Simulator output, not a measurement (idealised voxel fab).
This section sets out a process module, namely voxel wiring stack.
FYI the section here is cut, 225 nm wide, cells are 5 nm squares.
Reading order for cross-sections: top band down to bottom band. Underlying form: a grid of square cells. Band size: one or more rows of cells. The band entry comprises the height of the band's top followed by the height of its bottom, expressed in nm, and subsequently the band's materials from left to right, each stated together with its width in nm. Where a single material is marked with the word "all across", that material fills the band from edge to edge. The word "blank" represents empty space. A quick word on heights: they are counted from 0, and under that level the wafer as it came to us is one material throughout. The lowest band is different from the rest in having no bottom; it simply continues downward, written as in "0 and below". So if you see something like "30->40" for the width, read it as the top row of the band sitting at the first number and the bottom row at the second, with every row in between moving by the same amount as the last. A step reported as "no modification" is a step in which no cell of the cross-section changed. Closed-off voids of 8+ cells (no open route to the top) go in "Closed empty spaces", written width x height at distance from the left edge, in nm. Note: text after step settings on the step line = simulator remark on that step. The setting "overlay nm" may be written on the line of a step. When the step uses a mask, the value reports how far to the right of the planned place the mask lay, and a negative value reports that it lay to the left.
[The process steps that were planned are listed below]
| 1 | RECEIVE,material Si |
| 2 | CONFORMAL_DEP,material SiO2,thk nm 10 |
| 3 | DIRECTIONAL_DEP,material TiN,thk nm 5 |
| 4 | DIRECTIONAL_DEP,material Ru,thk nm 15 |
| 5 | PATTERN,tone cover,mask id METAL_1,material resist,width nm 25,pitch nm 45,thk nm 20,overlay nm 0 |
| 6 | DIRECTIONAL_ETCH,etch materials Ru,depth nm 15 |
| 7 | DIRECTIONAL_ETCH,etch materials TiN,depth nm 5 |
| 8 | STRIP,etch materials resist |
| 9 | FILL_DEP,material lowk,thk nm 5 |
| 10 | CMP,height nm 30 |
| 11 | CONFORMAL_DEP,material SiCN,thk nm 5 |
| 12 | DIRECTIONAL_DEP,material lowk,thk nm 30 |
| 13 | MASKED_ETCH,tone open,mask id METAL_2_HOLES,width nm 15,pitch nm 45,etch materials lowk,depth nm 30,overlay nm 0 |
| 14 | MASKED_ETCH,tone open,mask id METAL_2,width nm 25,pitch nm 45,etch materials lowk,depth nm 20,overlay nm 0 |
| 15 | MASKED_ETCH,tone open,mask id METAL_2,width nm 25,pitch nm 45,etch materials SiCN,depth nm 5,overlay nm 0 |
| 16 | CONFORMAL_DEP,material TiN,thk nm 5 |
| 17 | FILL_DEP,material Cu,thk nm 5 |
| 18 | CMP,height nm 65 |
| 19 | CONFORMAL_DEP,material SiN,thk nm 5 |
[Incoming wafer in cross-section (state: after step 1)]
0 and below  Si all across
Closed empty spaces: none
[First of two wafers at the end of the module, shown in cross-section; run carried out as planned]
70 down to 65  SiN all across
65 down to 50  lowk=55 / TiN=5 / Cu=15 / TiN=5 / lowk=20 / TiN=5 / Cu=15 / TiN=5 / lowk=20 / TiN=5 / Cu=15 / TiN=5 / lowk=55
50 down to 45  lowk=55 / TiN=5 / Cu=5 / TiN=15 / lowk=20 / TiN=5 / Cu=5 / TiN=15 / lowk=20 / TiN=5 / Cu=5 / TiN=15 / lowk=55
45 down to 35  lowk=55 / TiN=5 / Cu=5 / TiN=5 / lowk=30 / TiN=5 / Cu=5 / TiN=5 / lowk=30 / TiN=5 / Cu=5 / TiN=5 / lowk=65
35 down to 30  SiCN=55 / TiN=15 / SiCN=30 / TiN=15 / SiCN=30 / TiN=15 / SiCN=65
30 down to 15  lowk=55 / Ru=25 / lowk=20 / Ru=25 / lowk=20 / Ru=25 / lowk=55
15 down to 10  lowk=55 / TiN=25 / lowk=20 / TiN=25 / lowk=20 / TiN=25 / lowk=55
10 down to 0  SiO2 all across
0 and below  Si all across
Closed empty spaces: none
[Wafer two, sectioned after the module: the first wafer's start, the first wafer's plan, and one mistake in how it was run]
70 down to 65  SiN all across
65 down to 50  lowk=55 / TiN=5 / Cu=15 / TiN=5 / lowk=20 / TiN=5 / Cu=15 / TiN=5 / lowk=20 / TiN=5 / Cu=15 / TiN=5 / lowk=55
50 down to 45  lowk=55 / TiN=5 / Cu=5 / TiN=15 / lowk=20 / TiN=5 / Cu=5 / TiN=15 / lowk=20 / TiN=5 / Cu=5 / TiN=15 / lowk=55
45 down to 35  lowk=55 / TiN=5 / Cu=5 / TiN=5 / lowk=30 / TiN=5 / Cu=5 / TiN=5 / lowk=30 / TiN=5 / Cu=5 / TiN=5 / lowk=65
35 down to 30  SiCN=55 / TiN=15 / SiCN=30 / TiN=15 / SiCN=30 / TiN=15 / SiCN=65
30 down to 15  lowk=60 / Ru=20 / lowk=25 / Ru=20 / lowk=25 / Ru=20 / lowk=55
15 down to 10  lowk=60 / TiN=20 / lowk=25 / TiN=20 / lowk=25 / TiN=20 / lowk=55
10 down to 0  SiO2 all across
0 and below  Si all across
Closed empty spaces: none
Here's what went sideways: step 5 was not run as planned; what actually ran was PATTERN,tone cover,mask id METAL_1,material resist,width nm 20,pitch nm 45,thk nm 20,overlay nm 0
Wafer comparison, final, in cells, second relative to first, materials more or fewer: 9 fewer of Ru, 3 fewer of TiN, 12 more of lowk
